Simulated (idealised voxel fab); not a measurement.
Title: Process Module voxel double patterning
The cross-section shown here is cut; it is 255 nm wide and divided into square cells measuring 5 nm on a side.
Cross-section, as written here: a square-cell grid given band by band from the top down, where a band holds one or more rows of cells. The band entry comprises the height of the band's top followed by the height of its bottom, expressed in nm, and subsequently the band's materials from left to right, each stated together with its width in nm. Where a single material is marked with the word "all across", that material fills the band from edge to edge. The word "air" represents empty space. Note: height 0 marks the level under which the wafer is uniformly one material as received. Lowest band unbounded below, written "0 down". Note: "30->40" means the width goes from the first number (top row of the band) to the second number (bottom row) in equal steps per row of cells. No cell of the cross-section changed in a step that is given as "identical to before". Entry "Trapped voids" = empty spaces >= 8 cells with no open way to the top; each as width x height at distance, distance from left edge, all nm. If you see something after the settings on a step's line, that's the simulator's own remark about that step. You can add "overlay nm" to a step's line. For a step with a mask, it describes how far the mask lay to the right of its planned position, and a negative number describes a lay to the left.
# Here's what the planned process steps look like
- 1: RECEIVE [material Si]
- 2: CONFORMAL_DEP [material SiN] [thk nm 5]
- 3: DIRECTIONAL_DEP [material SiO2] [thk nm 10]
- 4: DIRECTIONAL_DEP [material SiCN] [thk nm 10]
- 5: MASKED_ETCH [tone open] [mask id FIRST] [width nm 15] [pitch nm 50] [etch materials SiCN] [depth nm 10] [overlay nm 0]
- 6: DIRECTIONAL_DEP [material aC] [thk nm 10]
- 7: PATTERN [tone open] [mask id SECOND] [material resist] [width nm 15] [pitch nm 50] [thk nm 25] [overlay nm 0]
- 8: DIRECTIONAL_ETCH [etch materials aC] [depth nm 10]
- 9: STRIP [etch materials resist]
- 10: DIRECTIONAL_ETCH [etch materials SiCN] [depth nm 10]
- 11: STRIP [etch materials aC]
- 12: DIRECTIONAL_ETCH [etch materials SiO2] [depth nm 10]
- 13: STRIP [etch materials SiCN]
# First of two wafers, processed according to plan
# Cross-section of the wafer upon arrival, representing the state reached after step 1
* 0 down: Si all across
* Trapped voids: none
# You're looking at a cross-section of the wafer after step 2
* 5 to 0: SiN all across
* Below 0, no change.
# You're looking at a cross-section of the wafer after step 3
* 15 to 5: SiO2 all across
* Below 5, no change.
# You're looking at a cross-section of the wafer after step 4
* 25 to 15: SiCN all across
* Below 15, no change.
# You're looking at a cross-section of the wafer after step 5
* 25 to 15: SiCN=70, air=15, SiCN=35, air=15, SiCN=35, air=15, SiCN=70
* Below 15, no change.
# You're looking at a cross-section of the wafer after step 6
* 35 to 25: aC=70, air=15, aC=35, air=15, aC=35, air=15, aC=70
* 25 to 15: SiCN=70, aC=15, SiCN=35, aC=15, SiCN=35, aC=15, SiCN=70
* Below 15, no change.
# You're looking at a cross-section of the wafer after step 7
* 60 to 35: resist=95, air=15, resist=35, air=15, resist=95
* 35 to 25: aC=70, resist=15, aC=35, resist=15, aC=35, resist=15, aC=70
* Below 25, no change.
# You're looking at a cross-section of the wafer after step 8
* 50 to 35: resist=95, air=15, resist=35, air=15, resist=95
* 35 to 25: aC=70, resist=15, aC=10, air=15, aC=10, resist=15, aC=10, air=15, aC=10, resist=15, aC=70
* Below 25, no change.
# You're looking at a cross-section of the wafer after step 9
* 35 to 25: aC=70, air=15, aC=10, air=15, aC=10, air=15, aC=10, air=15, aC=10, air=15, aC=70
* Below 25, no change.
# You're looking at a cross-section of the wafer after step 10
* 35 to 25: aC=70, air=15, aC=10, air=15, aC=10, air=15, aC=10, air=15, aC=10, air=15, aC=70
* 25 to 15: SiCN=70, aC=15, SiCN=10, air=15, SiCN=10, aC=15, SiCN=10, air=15, SiCN=10, aC=15, SiCN=70
* Below 15, no change.
# You're looking at a cross-section of the wafer after step 11
* 25 to 15: SiCN=70, air=15, SiCN=10, air=15, SiCN=10, air=15, SiCN=10, air=15, SiCN=10, air=15, SiCN=70
* Below 15, no change.
# You're looking at a cross-section of the wafer after step 12
* 25 to 15: SiCN=70, air=15, SiCN=10, air=15, SiCN=10, air=15, SiCN=10, air=15, SiCN=10, air=15, SiCN=70
* 15 to 5: SiO2=70, air=15, SiO2=10, air=15, SiO2=10, air=15, SiO2=10, air=15, SiO2=10, air=15, SiO2=70
* Below 5, no change.
# You're looking at a cross-section of the wafer after step 13
* 15 to 5: SiO2=70, air=15, SiO2=10, air=15, SiO2=10, air=15, SiO2=10, air=15, SiO2=10, air=15, SiO2=70
* Below 5, no change.
# Second Wafer (Identical Start and Plan, One Processing Error; Matches First Wafer Through Step 1)
Second wafer shown in cross-section at the time step 2 was slated to end: identical to before
# Second wafer shown in cross-section at the time step 3 was slated to end
* 10 to 0: SiO2 all across
* Below 0, no change.
# Second wafer shown in cross-section at the time step 4 was slated to end
* 20 to 10: SiCN all across
* Below 10, no change.
# Second wafer shown in cross-section at the time step 5 was slated to end
* 20 to 10: SiCN=70, air=15, SiCN=35, air=15, SiCN=35, air=15, SiCN=70
* Below 10, no change.
# Second wafer shown in cross-section at the time step 6 was slated to end
* 30 to 20: aC=70, air=15, aC=35, air=15, aC=35, air=15, aC=70
* 20 to 10: SiCN=70, aC=15, SiCN=35, aC=15, SiCN=35, aC=15, SiCN=70
* Below 10, no change.
# Second wafer shown in cross-section at the time step 7 was slated to end
* 55 to 30: resist=95, air=15, resist=35, air=15, resist=95
* 30 to 20: aC=70, resist=15, aC=35, resist=15, aC=35, resist=15, aC=70
* Below 20, no change.
# Second wafer shown in cross-section at the time step 8 was slated to end
* 45 to 30: resist=95, air=15, resist=35, air=15, resist=95
* 30 to 20: aC=70, resist=15, aC=10, air=15, aC=10, resist=15, aC=10, air=15, aC=10, resist=15, aC=70
* Below 20, no change.
# Second wafer shown in cross-section at the time step 9 was slated to end
* 30 to 20: aC=70, air=15, aC=10, air=15, aC=10, air=15, aC=10, air=15, aC=10, air=15, aC=70
* Below 20, no change.
# Second wafer shown in cross-section at the time step 10 was slated to end
* 30 to 20: aC=70, air=15, aC=10, air=15, aC=10, air=15, aC=10, air=15, aC=10, air=15, aC=70
* 20 to 10: SiCN=70, aC=15, SiCN=10, air=15, SiCN=10, aC=15, SiCN=10, air=15, SiCN=10, aC=15, SiCN=70
* Below 10, no change.
# Second wafer shown in cross-section at the time step 11 was slated to end
* 20 to 10: SiCN=70, air=15, SiCN=10, air=15, SiCN=10, air=15, SiCN=10, air=15, SiCN=10, air=15, SiCN=70
* Below 10, no change.
# Second wafer shown in cross-section at the time step 12 was slated to end
* 20 to 10: SiCN=70, air=15, SiCN=10, air=15, SiCN=10, air=15, SiCN=10, air=15, SiCN=10, air=15, SiCN=70
* 10 to 0: SiO2=70, air=15, SiO2=10, air=15, SiO2=10, air=15, SiO2=10, air=15, SiO2=10, air=15, SiO2=70
* Below 0, no change.
# Second wafer shown in cross-section at the time step 13 was slated to end
* 10 to 0: SiO2=70, air=15, SiO2=10, air=15, SiO2=10, air=15, SiO2=10, air=15, SiO2=10, air=15, SiO2=70
* Below 0, no change.
Against the plan, the run slipped here: execution of step 2 of the plan did not take place, the step having been omitted
Final tally in cells, some materials are higher or lower on the second wafer than on the first: 51 fewer of SiN
